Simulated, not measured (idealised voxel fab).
process module | voxel quadruple lines
cross-section cut | 270 nm wide | cells 5 nm
A cross-section is a grid of square cells, given in bands from the top down. A band is one or more rows of cells.
Each band's line starts with the height of the band's top and of its bottom, in nm. Then come its materials from left to right, each with its width in nm. One material with "throughout" fills the band from edge to edge. "air" is empty space.
Height 0 is the level under which the wafer as received is all one material. The lowest band goes on downwards, as in "0 down".
A width such as "30 to 40" changes by the same amount from each row of cells to the next, from the band's top row to its bottom row.
"no change" after a step means that no cell of the cross-section changed.
closed voids: empty space of 8 cells or more with no open way to the top, each as width x height at its distance from the left edge, in nm
after a step's settings: what the simulator itself notes on the step
overlay nm, on a step with a mask: how far to the right of its planned place the mask lay; to the left if negative
plan
1 op RECEIVE | material Si
2 op CONFORMAL_DEP | material SiO2 | thk nm 10
3 op DIRECTIONAL_DEP | material Ru | thk nm 10
4 op DIRECTIONAL_DEP | material polySi | thk nm 15
5 op DIRECTIONAL_DEP | material aC | thk nm 25
6 op PATTERN | tone cover | mask id MANDREL | material resist | width nm 30 | pitch nm 80 | thk nm 30 | overlay nm 0
7 op DIRECTIONAL_ETCH | etch materials aC | depth nm 25
8 op STRIP | etch materials resist
9 op CONFORMAL_DEP | material SiO2 | thk nm 10
10 op DIRECTIONAL_ETCH | etch materials SiO2 | depth nm 10
11 op STRIP | etch materials aC
12 op DIRECTIONAL_ETCH | etch materials polySi | depth nm 15
13 op STRIP | etch materials SiO2
14 op CONFORMAL_DEP | material SiCN | thk nm 10
15 op DIRECTIONAL_ETCH | etch materials SiCN | depth nm 10
16 op STRIP | etch materials polySi
17 op DIRECTIONAL_ETCH | etch materials Ru | depth nm 10
18 op STRIP | etch materials SiCN
as received, after step 1
  0 down: Si throughout
  closed voids: none
first wafer at the end, as planned
  20 to 10: air 60 | Ru 10 | air 10 | Ru 10 | air 10 | Ru 10 | air 10 | Ru 10 | air 10 | Ru 10 | air 10 | Ru 10 | air 10 | Ru 10 | air 10 | Ru 10 | air 60
  10 to 0: SiO2 throughout
  0 down: Si throughout
  closed voids: none
second wafer at the end: like start, like plan, one mistake
  20 to 10: air 55 | Ru 10 | air 10 | Ru 10 | air 20 | Ru 10 | air 10 | Ru 20 | air 10 | Ru 10 | air 20 | Ru 10 | air 10 | Ru 10 | air 55
  10 to 0: SiO2 throughout
  0 down: Si throughout
  closed voids: none
what went wrong: step 6 ran as: op PATTERN | tone cover | mask id MANDREL | material resist | width nm 40 | pitch nm 80 | thk nm 30 | overlay nm 0
at the end the second wafer has, in cells: as many of each material as the first, in other places
